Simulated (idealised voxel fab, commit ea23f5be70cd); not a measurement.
The process module presented herein is designated voxel ribs on slabs.
The width of the displayed cross-section, cut, is 175 nm; its cells are square, with a size of 5 nm.
Notation: cross-section as square-cell grid; stated in bands, top first, going down; one or more cell rows per band.
Read a band's entry like this: the first values are the height of its top and the height of its bottom in nm, and what follows is the sequence of materials from left to right, each with its width in nm. Note that "air" is empty space, and that a single material marked "throughout" reaches across the band from edge to edge.
A quick word on heights: they are counted from 0, and under that level the wafer as it came to us is one material throughout. The lowest band is different from the rest in having no bottom; it simply continues downward, written as in "0 down".
Think of "30 to 40" as a width that walks from the first number to the second as you go down the band, top row to bottom row, taking equal-sized steps from row to row.
The cross-section has no changed cell in any step marked "stayed the same".
Entry "Closed-off voids" = empty spaces >= 8 cells with no open way to the top; each as width x height at distance, distance from left edge, all nm.
On each step's line, the part that comes after the settings is the simulator's own comment on the step.
The line of a step may include "overlay nm". On a step with a mask, this value is how far to the right of its planned place the mask lay. A negative value means the mask lay to the left.
## These are the steps we planned for the process
1. RECEIVE with material Si
2. DIRECTIONAL_DEP with material SiO2, thk nm 30
3. DIRECTIONAL_DEP with material SiN, thk nm 15
4. DIRECTIONAL_DEP with material aC, thk nm 15
5. PATTERN with tone cover, mask id RIB, material resist, width nm 15, thk nm 35, overlay nm 0
6. DIRECTIONAL_ETCH with etch materials aC, depth nm 15
7. STRIP with etch materials resist
8. DIRECTIONAL_ETCH with etch materials SiN, depth nm 5
9. STRIP with etch materials aC
10. DIRECTIONAL_DEP with material aC, thk nm 15
11. PATTERN with tone cover, mask id SLAB, material resist, width nm 45, thk nm 35, overlay nm 0
12. DIRECTIONAL_ETCH with etch materials aC, depth nm 15
13. STRIP with etch materials resist
14. DIRECTIONAL_ETCH with etch materials SiN, depth nm 10
15. STRIP with etch materials aC
16. FILL_DEP with material SiO2, thk nm 20
17. CMP with height nm 55
18. DIRECTIONAL_DEP with material W, thk nm 10
19. DIRECTIONAL_DEP with material aC, thk nm 10
20. PATTERN with tone cover, mask id HEATER, material resist, width nm 25, thk nm 30, overlay nm 0
21. DIRECTIONAL_ETCH with etch materials aC, depth nm 10
22. STRIP with etch materials resist
23. DIRECTIONAL_ETCH with etch materials W, depth nm 10
24. STRIP with etch materials aC
25. CONFORMAL_DEP with material SiN, thk nm 10
## Shown in cross-section is the wafer as received, that is, as it stands after step 1
0 down | Si throughout
Closed-off voids: none
## One mistake in running the module, otherwise start and plan as above: cross-section at the end
65 to 55 | 75 air  25 W  75 air
55 to 45 | SiO2 throughout
45 to 40 | 80 SiO2  15 SiN  80 SiO2
40 to 30 | 65 SiO2  45 SiN  65 SiO2
30 to 0 | SiO2 throughout
0 down | Si throughout
Closed-off voids: none
Which mistake was made when the wafer was run? step 25 of the plan got skipped, so it never ran
